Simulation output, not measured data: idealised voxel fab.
The process module presented herein is designated voxel fin reveal.
215 nm wide, 5 nm square cells: that's cross-section cut.
A cross-section is written here as square cells arranged in a grid, and it is given in bands from the top down, each band taking up one or more rows of cells.
Read a band's entry like this: the first values are the height of its top and the height of its bottom in nm, and what follows is the sequence of materials from left to right, each with its width in nm. Note that "empty" is empty space, and that a single material marked "all across" reaches across the band from edge to edge.
The reference from which all heights are counted is 0, the level beneath which the as-received wafer is entirely one material; the lowest band, having no lower bound, proceeds downward and is written after the example "0..down".
The expression "30 to 40" gives the width at the extremes of the band, the first number at its top row of cells and the second at its bottom row, with the width changing by equal amounts from each row to the next in between.
Given "nothing got changed" for a step, no cell of the cross-section differs between before and after that step.
The entry "Encapsulated voids" lists the empty spaces that cover at least 8 cells and have no open path to the top. Each is written as width x height at distance, where the distance is measured from the left edge and all three values are in nm.
Note: text after step settings on the step line = simulator remark on that step.
Steps that use a mask can have "overlay nm" on their line. It says how far the mask sat to the right of where it was meant to be. Negative means to the left.

## Intended process steps
- 1: RECEIVE,material Si
- 2: CONFORMAL_DEP,material SiN,thk nm 5
- 3: DIRECTIONAL_DEP,material aC,thk nm 15
- 4: PATTERN,tone cover,mask id FINS,material resist,width nm 15,pitch nm 40,thk nm 35,overlay nm 0
- 5: DIRECTIONAL_ETCH,etch materials aC,depth nm 15
- 6: STRIP,etch materials resist
- 7: DIRECTIONAL_ETCH,etch materials SiN,depth nm 5
- 8: DIRECTIONAL_ETCH,etch materials Si,depth nm 40
- 9: STRIP,etch materials aC
- 10: OXIDIZE,depth nm 5
- 11: FILL_DEP,material SiO2,thk nm 10
- 12: CMP,height nm 5
- 13: SELECTIVE_ETCH,etch materials SiO2,depth nm 15
- 14: STRIP,etch materials SiN
- 15: CONFORMAL_DEP,material HfO2,thk nm 5

## The cross-section here shows the wafer as received, i.e. in its state after step 1
  0..down: Si all across
  Encapsulated voids: none

## Module complete - cross-section of the first of two wafers, run according to plan
  5..0: 60 nm empty | 15 nm HfO2 | 25 nm empty | 15 nm HfO2 | 25 nm empty | 15 nm HfO2 | 60 nm empty
  0..-5: 60 nm empty | 5 nm HfO2 | 5 nm Si | 5 nm HfO2 | 25 nm empty | 5 nm HfO2 | 5 nm Si | 5 nm HfO2 | 25 nm empty | 5 nm HfO2 | 5 nm Si | 5 nm HfO2 | 60 nm empty
  -5..-10: 65 nm HfO2 | 5 nm Si | 35 nm HfO2 | 5 nm Si | 35 nm HfO2 | 5 nm Si | 65 nm HfO2
  -10..-45: 65 nm SiO2 | 5 nm Si | 35 nm SiO2 | 5 nm Si | 35 nm SiO2 | 5 nm Si | 65 nm SiO2
  -45..down: Si all across
  Encapsulated voids: none

## Second of two wafers, module complete, sectioned: it shares the first wafer's start and plan but was run with one mistake
  5..0: 60 nm empty | 15 nm HfO2 | 25 nm empty | 15 nm HfO2 | 25 nm empty | 15 nm HfO2 | 60 nm empty
  0..-5: 60 nm empty | 5 nm HfO2 | 5 nm Si | 5 nm HfO2 | 25 nm empty | 5 nm HfO2 | 5 nm Si | 5 nm HfO2 | 25 nm empty | 5 nm HfO2 | 5 nm Si | 5 nm HfO2 | 60 nm empty
  -5..-10: 50 nm HfO2 | 10 nm empty | 5 nm HfO2 | 5 nm Si | 5 nm HfO2 | 25 nm empty | 5 nm HfO2 | 5 nm Si | 5 nm HfO2 | 25 nm empty | 5 nm HfO2 | 5 nm Si | 5 nm HfO2 | 10 nm empty | 50 nm HfO2
  -10..-15: 45 nm SiO2 | 20 nm HfO2 | 5 nm Si | 35 nm HfO2 | 5 nm Si | 35 nm HfO2 | 5 nm Si | 20 nm HfO2 | 45 nm SiO2
  -15..-45: 65 nm SiO2 | 5 nm Si | 35 nm SiO2 | 5 nm Si | 35 nm SiO2 | 5 nm Si | 65 nm SiO2
  -45..down: Si all across
  Encapsulated voids: none
Where did the run depart from the plan? swap of plan steps 13 and 14 during execution
Wrapping up, a cell-based count of both wafers puts the second over or under the first for these materials: HfO2: 8 more, SiO2: 22 fewer
